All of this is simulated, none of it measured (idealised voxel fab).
Presented below is a process module, voxel spacer lines.
Pictured: cross-section cut, 295 nm wide, on a grid of 5 nm square cells.
Heads up, the way a cross-section reads in here is a grid of square cells, handed over as bands from the top down, with every band being one or more rows of cells.
Top height, bottom height, nm. Materials left to right, width each, nm. Single material + "throughout" = fills band edge to edge. "empty" = empty.
All heights in this document are referenced to 0, defined as the level beneath which the wafer, as received, consists entirely of one material. The lowest band is not bounded below; it extends indefinitely downward and is written in the form "z 0 and below".
Graded width ("30..40"): value in top row of band = first number; value in bottom row = second number; row-to-row change constant.
The cross-section has no changed cell in any step marked "no modification".
In "Voids, enclosed" the enclosed voids are listed, meaning empty spaces of 8 cells or larger without any opening to the top. The form is width x height at distance, distance from the left edge, units nm.
Text after the settings on a step's line: the simulator's own remark on that step.
When a step includes a mask, the "overlay nm" setting on its line states how far to the right of its planned place that mask lay, and negative values state how far to the left.

**Set out below are the planned steps of the process**
step 1: RECEIVE (material Si)
step 2: CONFORMAL_DEP (material Al2O3; thk nm 5)
step 3: DIRECTIONAL_DEP (material SiN; thk nm 15)
step 4: DIRECTIONAL_DEP (material aC; thk nm 20)
step 5: PATTERN (tone cover; mask id MANDREL; material resist; width nm 15; pitch nm 60; thk nm 25; overlay nm 0)
step 6: DIRECTIONAL_ETCH (etch materials aC; depth nm 20)
step 7: STRIP (etch materials resist)
step 8: CONFORMAL_DEP (material SiO2; thk nm 15)
step 9: DIRECTIONAL_ETCH (etch materials SiO2; depth nm 15)
step 10: STRIP (etch materials aC)
step 11: DIRECTIONAL_ETCH (etch materials SiN; depth nm 15)
step 12: STRIP (etch materials SiO2)
step 13: FILL_DEP (material SiO2; thk nm 10)
step 14: CMP (height nm 20)
Every wafer here starts from the same state; it is the step 5 width nm that distinguishes them, and the value the plan gives belongs to the first wafer.

**After step 1, as received: first of several wafers, cross-section**
	z 0 and below  Si throughout
	Voids, enclosed: none

**Tabulated below, wafer by wafer, are the end-of-module results: for each material, the number of cells gained (+) or lost (-) relative to the as-received state, followed by the closed voids**
width nm 15; +59 Al2O3; +36 SiN; +141 SiO2; Voids, enclosed: none
width nm 20; +59 Al2O3; +36 SiN; +141 SiO2; Voids, enclosed: none
width nm 25; +59 Al2O3; +36 SiN; +141 SiO2; Voids, enclosed: none
width nm 30; +59 Al2O3; +36 SiN; +141 SiO2; Voids, enclosed: none
